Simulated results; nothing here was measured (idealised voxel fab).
The following process module bears the name voxel transistor to metal.
FYI the section here is cut, 300 nm wide, cells are 5 nm squares.
Cross-section format: a grid of square cells, given as bands from top to bottom; each band is one or more rows of cells.
In this notation a band is specified by the heights of its top and bottom, in that order and in nm, after which its materials appear from left to right, each paired with its width in nm. The word "everywhere" attached to a single material means that material fills the band from edge to edge; the word "empty" stands for empty space.
Measure heights from 0. That's the level where, below it, the as-received wafer is all one material. The lowest band is bottomless and extends downward; write it as in "top 0, no bottom".
You'd read "30->40" like this: the band's top row of cells is as wide as the first number, its bottom row is as wide as the second, and going down, every row changes width by the same amount as the row before did.
Reading "all unchanged" for a step: not a cell of the cross-section changed in it.
"Enclosed void inventory" contains a list of empty spaces, each no smaller than 8 cells and without an open way to the top, written in the form width x height at distance with the distance from the left edge and all three in nm.
Post-settings text on a step line: simulator's own remark regarding the step.
Regarding "overlay nm": on a step with a mask, it is the distance the mask lay to the right of its planned place; a negative value places it to the left.

STEPS IN THE PROCESS PLAN
step 1: RECEIVE (material Si)
step 2: CONFORMAL_DEP (material SiO2; thk nm 5)
step 3: CONFORMAL_DEP (material SiN; thk nm 10)
step 4: DIRECTIONAL_DEP (material aC; thk nm 15)
step 5: PATTERN (tone cover; mask id ACTIVE; material resist; width nm 105; pitch nm 135; thk nm 30; overlay nm 0)
step 6: DIRECTIONAL_ETCH (etch materials aC; depth nm 15)
step 7: STRIP (etch materials resist)
step 8: DIRECTIONAL_ETCH (etch materials SiN; depth nm 10)
step 9: DIRECTIONAL_ETCH (etch materials SiO2; depth nm 5)
step 10: DIRECTIONAL_ETCH (etch materials Si; depth nm 35)
step 11: STRIP (etch materials aC)
step 12: FILL_DEP (material SiO2; thk nm 15)
step 13: CMP (height nm 15)
step 14: SELECTIVE_ETCH (etch materials SiO2; depth nm 5)
step 15: STRIP (etch materials SiN)
step 16: SELECTIVE_ETCH (etch materials SiO2; depth nm 5)
step 17: OXIDIZE (depth nm 5)
step 18: DIRECTIONAL_DEP (material polySi; thk nm 20)
step 19: DIRECTIONAL_DEP (material SiCN; thk nm 15)
step 20: DIRECTIONAL_DEP (material aC; thk nm 15)
step 21: PATTERN (tone cover; mask id GATE; material resist; width nm 25; pitch nm 135; thk nm 30; overlay nm 0)
step 22: DIRECTIONAL_ETCH (etch materials aC; depth nm 15)
step 23: STRIP (etch materials resist)
step 24: DIRECTIONAL_ETCH (etch materials SiCN; depth nm 25)
step 25: DIRECTIONAL_ETCH (etch materials polySi; depth nm 30)
step 26: STRIP (etch materials aC)
step 27: CONFORMAL_DEP (material SiO2; thk nm 5)
step 28: DIRECTIONAL_ETCH (etch materials SiO2; depth nm 5)
step 29: CONFORMAL_DEP (material SiN; thk nm 5)
step 30: DIRECTIONAL_ETCH (etch materials SiN; depth nm 5)
step 31: DIRECTIONAL_ETCH (etch materials SiO2; depth nm 5)
step 32: DIRECTIONAL_ETCH (etch materials Si; depth nm 15)
step 33: EPI (material nSi; thk nm 15)
step 34: FILL_DEP (material SiO2; thk nm 10)
step 35: CMP (height nm 35)
step 36: DIRECTIONAL_DEP (material SiO2; thk nm 15)
step 37: PATTERN (tone open; mask id CONTACT; material resist; width nm 20; thk nm 15; overlay nm 0)
step 38: DIRECTIONAL_ETCH (etch materials SiO2; depth nm 40)
step 39: STRIP (etch materials resist)
step 40: CONFORMAL_DEP (material TiN; thk nm 5)
step 41: FILL_DEP (material W; thk nm 5)
step 42: CMP (height nm 50)
step 43: CONFORMAL_DEP (material SiCN; thk nm 5)
step 44: DIRECTIONAL_DEP (material SiO2; thk nm 25)
step 45: PATTERN (tone open; mask id METAL_1; material resist; width nm 20; thk nm 15; overlay nm 0)
step 46: DIRECTIONAL_ETCH (etch materials SiO2; depth nm 25)
step 47: DIRECTIONAL_ETCH (etch materials SiCN; depth nm 5)
step 48: STRIP (etch materials resist)
step 49: CONFORMAL_DEP (material TiN; thk nm 5)
step 50: FILL_DEP (material W; thk nm 10)
step 51: CMP (height nm 80)
step 52: CONFORMAL_DEP (material SiCN; thk nm 5)

CROSS-SECTION OF THE WAFER UPON ARRIVAL, REPRESENTING THE STATE REACHED AFTER STEP 1
- top 0, no bottom = Si everywhere
- Enclosed void inventory: none

LOOK AT THE CROSS-SECTION AFTER THE MODULE: THE WAFER STARTED OUT THE WAY SHOWN ABOVE AND THE PLAN WAS THE ONE SHOWN ABOVE, YET ONE MISTAKE WAS MADE ALONG THE WAY
- top 85, bottom 80 = SiCN everywhere
- top 80, bottom 55 = SiO2 (35) | TiN (5) | W (10) | TiN (5) | SiO2 (55) | TiN (5) | W (10) | TiN (5) | SiO2 (40) | TiN (5) | W (10) | TiN (5) | SiO2 (55) | TiN (5) | W (10) | TiN (5) | SiO2 (35)
- top 55, bottom 50 = SiCN (35) | TiN (20) | SiCN (55) | TiN (20) | SiCN (40) | TiN (20) | SiCN (55) | TiN (20) | SiCN (35)
- top 50, bottom 40 = W (30) | TiN (5) | SiO2 (20) | TiN (5) | W (45) | TiN (5) | SiO2 (20) | TiN (5) | W (30) | TiN (5) | SiO2 (20) | TiN (5) | W (45) | TiN (5) | SiO2 (20) | TiN (5) | W (30)
- top 40, bottom 35 = W (30) | TiN (5) | SiO2 (20) | TiN (55) | SiO2 (20) | TiN (5) | W (30) | TiN (5) | SiO2 (20) | TiN (55) | SiO2 (20) | TiN (5) | W (30)
- top 35, bottom 20 = W (30) | TiN (5) | SiO2 (20) | TiN (5) | SiN (5) | TiN (5) | SiCN (25) | TiN (5) | SiN (5) | TiN (5) | SiO2 (20) | TiN (5) | W (30) | TiN (5) | SiO2 (20) | TiN (5) | SiN (5) | TiN (5) | SiCN (25) | TiN (5) | SiN (5) | TiN (5) | SiO2 (20) | TiN (5) | W (30)
- top 20, bottom 15 = W (30) | TiN (5) | SiO2 (20) | TiN (5) | SiN (5) | TiN (5) | polySi (25) | TiN (5) | SiN (5) | TiN (5) | SiO2 (20) | TiN (5) | W (30) | TiN (5) | SiO2 (20) | TiN (5) | SiN (5) | TiN (5) | polySi (25) | TiN (5) | SiN (5) | TiN (5) | SiO2 (20) | TiN (5) | W (30)
- top 15, bottom 10 = TiN (35) | SiO2 (20) | TiN (5) | SiN (5) | TiN (5) | polySi (25) | TiN (5) | SiN (5) | TiN (5) | SiO2 (20) | TiN (40) | SiO2 (20) | TiN (5) | SiN (5) | TiN (5) | polySi (25) | TiN (5) | SiN (5) | TiN (5) | SiO2 (20) | TiN (35)
- top 10, bottom 5 = SiO2 (30) | nSi (30) | SiN (5) | SiO2 (5) | polySi (25) | SiO2 (5) | SiN (5) | nSi (30) | SiO2 (30) | nSi (30) | SiN (5) | SiO2 (5) | polySi (25) | SiO2 (5) | SiN (5) | nSi (30) | SiO2 (30)
- top 5, bottom 0 = SiO2 (30) | SiN (5) | nSi (25) | SiN (5) | SiO2 (5) | polySi (25) | SiO2 (5) | SiN (5) | nSi (25) | SiN (5) | SiO2 (30) | SiN (5) | nSi (25) | SiN (5) | SiO2 (5) | polySi (25) | SiO2 (5) | SiN (5) | nSi (25) | SiN (5) | SiO2 (30)
- top 0, bottom -5 = SiO2 (35) | nSi (25) | SiO2 (45) | nSi (25) | SiO2 (40) | nSi (25) | SiO2 (45) | nSi (25) | SiO2 (35)
- top -5, bottom -20 = SiO2 (30) | Si (5) | nSi (25) | Si (45) | nSi (25) | Si (5) | SiO2 (30) | Si (5) | nSi (25) | Si (45) | nSi (25) | Si (5) | SiO2 (30)
- top -20, bottom -35 = SiO2 (30) | Si (105) | SiO2 (30) | Si (105) | SiO2 (30)
- top -35, no bottom = Si everywhere
- Enclosed void inventory: none
It is concluded that the wafer was processed incorrectly with respect to the plan, in that not per plan at step 37, really ran PATTERN (tone cover; mask id CONTACT; material resist; width nm 20; thk nm 15; overlay nm 0)
